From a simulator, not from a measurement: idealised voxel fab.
This is a process module. Its name is voxel wiring stack.
We display cut, a cross-section 285 nm in width whose square cells are each 5 nm.
Cross-section format: a grid of square cells, given as bands from top to bottom; each band is one or more rows of cells. For a band, the entry starts with two heights in nm, that of the top and then that of the bottom, and carries on with the band's materials in order from left to right, each alongside its width in nm; the word "all across" beside a single material means it fills the band edge to edge, and "air" means empty space. Counting heights begins at 0, where everything beneath is, in the wafer as received, one material. The lowest band has no bottom; it goes on downwards, as "0 nm and below" shows. Graded width ("30 to 40"): value in top row of band = first number; value in bottom row = second number; row-to-row change constant. The designation "no change", where it is given for a processing step, indicates that no cell of the cross-section was altered in the course of that step. Any empty space of 8 cells or more lacking an open way to the top shows up in "Enclosed void list" as width x height at distance, distance from the left edge, in nm. Formally, on a step line, whatever follows the settings is a remark that the simulator itself makes on the step. overlay nm: mask right of planned place by this much (step with mask). Neg. = left.
## Listed below are the process steps as planned
- 1: RECEIVE, material Si
- 2: CONFORMAL_DEP, material SiO2, thk nm 15
- 3: CONFORMAL_DEP, material SiCN, thk nm 5
- 4: DIRECTIONAL_DEP, material lowk, thk nm 25
- 5: MASKED_ETCH, tone open, mask id METAL_1, width nm 25, pitch nm 50, etch materials lowk, depth nm 25, overlay nm 0
- 6: MASKED_ETCH, tone open, mask id METAL_1, width nm 25, pitch nm 50, etch materials SiCN, depth nm 5, overlay nm 0
- 7: CONFORMAL_DEP, material TiN, thk nm 5
- 8: FILL_DEP, material Cu, thk nm 10
- 9: CMP, height nm 45
- 10: CONFORMAL_DEP, material SiCN, thk nm 5
- 11: DIRECTIONAL_DEP, material lowk, thk nm 15
- 12: DIRECTIONAL_DEP, material aC, thk nm 10
- 13: PATTERN, tone open, mask id PLUG_1, material resist, width nm 15, pitch nm 50, thk nm 25, overlay nm 0
- 14: DIRECTIONAL_ETCH, etch materials aC, depth nm 10
- 15: STRIP, etch materials resist
- 16: DIRECTIONAL_ETCH, etch materials lowk, depth nm 15
- 17: DIRECTIONAL_ETCH, etch materials SiCN, depth nm 5
- 18: STRIP, etch materials aC
- 19: CONFORMAL_DEP, material TiN, thk nm 5
- 20: FILL_DEP, material Cu, thk nm 5
- 21: CMP, height nm 65
- 22: CONFORMAL_DEP, material SiCN, thk nm 5
- 23: DIRECTIONAL_DEP, material SiO2, thk nm 25
- 24: DIRECTIONAL_DEP, material aC, thk nm 15
- 25: PATTERN, tone open, mask id METAL_2, material resist, width nm 25, pitch nm 50, thk nm 30, overlay nm 0
- 26: DIRECTIONAL_ETCH, etch materials aC, depth nm 15
- 27: STRIP, etch materials resist
- 28: DIRECTIONAL_ETCH, etch materials SiO2, depth nm 25
- 29: DIRECTIONAL_ETCH, etch materials SiCN, depth nm 5
- 30: STRIP, etch materials aC
- 31: CONFORMAL_DEP, material TiN, thk nm 5
- 32: FILL_DEP, material Cu, thk nm 10
- 33: CMP, height nm 95
- 34: EPI, material Ru, thk nm 5
- 35: FILL_DEP, material SiCN, thk nm 5
- 36: DIRECTIONAL_DEP, material SiO2, thk nm 30
- 37: MASKED_ETCH, tone open, mask id METAL_3_HOLES, width nm 15, pitch nm 50, etch materials SiO2, depth nm 30, overlay nm 0
- 38: DIRECTIONAL_DEP, material aC, thk nm 15
- 39: PATTERN, tone open, mask id METAL_3, material resist, width nm 25, pitch nm 50, thk nm 30, overlay nm 0
- 40: DIRECTIONAL_ETCH, etch materials aC, depth nm 15
- 41: STRIP, etch materials resist
- 42: DIRECTIONAL_ETCH, etch materials SiO2, depth nm 20
- 43: DIRECTIONAL_ETCH, etch materials SiCN, depth nm 5
- 44: STRIP, etch materials aC
- 45: CONFORMAL_DEP, material TiN, thk nm 5
- 46: FILL_DEP, material Cu, thk nm 10
- 47: CMP, height nm 135
- 48: CONFORMAL_DEP, material SiCN, thk nm 5
## This is the cross-section of the wafer as we received it, i.e. after step 1
- 0 nm and below  Si all across
- Enclosed void list: none
## Cross-section at module end, one run error; start and plan unchanged from above
- 140 nm to 135 nm  SiCN all across
- 135 nm to 120 nm  55 SiO2, 5 TiN, 15 Cu, 5 TiN, 25 SiO2, 5 TiN, 15 Cu, 5 TiN, 25 SiO2, 5 TiN, 15 Cu, 5 TiN, 25 SiO2, 5 TiN, 15 Cu, 5 TiN, 55 SiO2
- 120 nm to 115 nm  55 SiO2, 5 TiN, 5 Cu, 15 TiN, 25 SiO2, 5 TiN, 5 Cu, 15 TiN, 25 SiO2, 5 TiN, 5 Cu, 15 TiN, 25 SiO2, 5 TiN, 5 Cu, 15 TiN, 55 SiO2
- 115 nm to 105 nm  55 SiO2, 5 TiN, 5 Cu, 5 TiN, 35 SiO2, 5 TiN, 5 Cu, 5 TiN, 35 SiO2, 5 TiN, 5 Cu, 5 TiN, 35 SiO2, 5 TiN, 5 Cu, 5 TiN, 65 SiO2
- 105 nm to 100 nm  55 SiCN, 15 TiN, 35 SiCN, 15 TiN, 35 SiCN, 15 TiN, 35 SiCN, 15 TiN, 65 SiCN
- 100 nm to 95 nm  60 Ru, 15 SiCN, 35 Ru, 15 SiCN, 35 Ru, 15 SiCN, 35 Ru, 15 SiCN, 60 Ru
- 95 nm to 70 nm  50 Cu, 5 TiN, 25 SiO2, 5 TiN, 15 Cu, 5 TiN, 25 SiO2, 5 TiN, 15 Cu, 5 TiN, 25 SiO2, 5 TiN, 15 Cu, 5 TiN, 25 SiO2, 5 TiN, 50 Cu
- 70 nm to 65 nm  55 TiN, 25 SiCN, 25 TiN, 25 SiCN, 25 TiN, 25 SiCN, 25 TiN, 25 SiCN, 55 TiN
- 65 nm to 50 nm  55 lowk, 5 TiN, 5 Cu, 5 TiN, 35 lowk, 5 TiN, 5 Cu, 5 TiN, 35 lowk, 5 TiN, 5 Cu, 5 TiN, 35 lowk, 5 TiN, 5 Cu, 5 TiN, 65 lowk
- 50 nm to 45 nm  55 SiCN, 15 TiN, 35 SiCN, 15 TiN, 35 SiCN, 15 TiN, 35 SiCN, 15 TiN, 65 SiCN
- 45 nm to 20 nm  55 lowk, 5 TiN, 15 Cu, 5 TiN, 25 lowk, 5 TiN, 15 Cu, 5 TiN, 25 lowk, 5 TiN, 15 Cu, 5 TiN, 25 lowk, 5 TiN, 15 Cu, 5 TiN, 55 lowk
- 20 nm to 15 nm  55 SiCN, 25 TiN, 25 SiCN, 25 TiN, 25 SiCN, 25 TiN, 25 SiCN, 25 TiN, 55 SiCN
- 15 nm to 0 nm  SiO2 all across
- 0 nm and below  Si all across
- Enclosed void list: none
Error vs. plan: step 25 went in with a setting other than planned; the actual run was PATTERN, tone cover, mask id METAL_2, material resist, width nm 25, pitch nm 50, thk nm 30, overlay nm 0
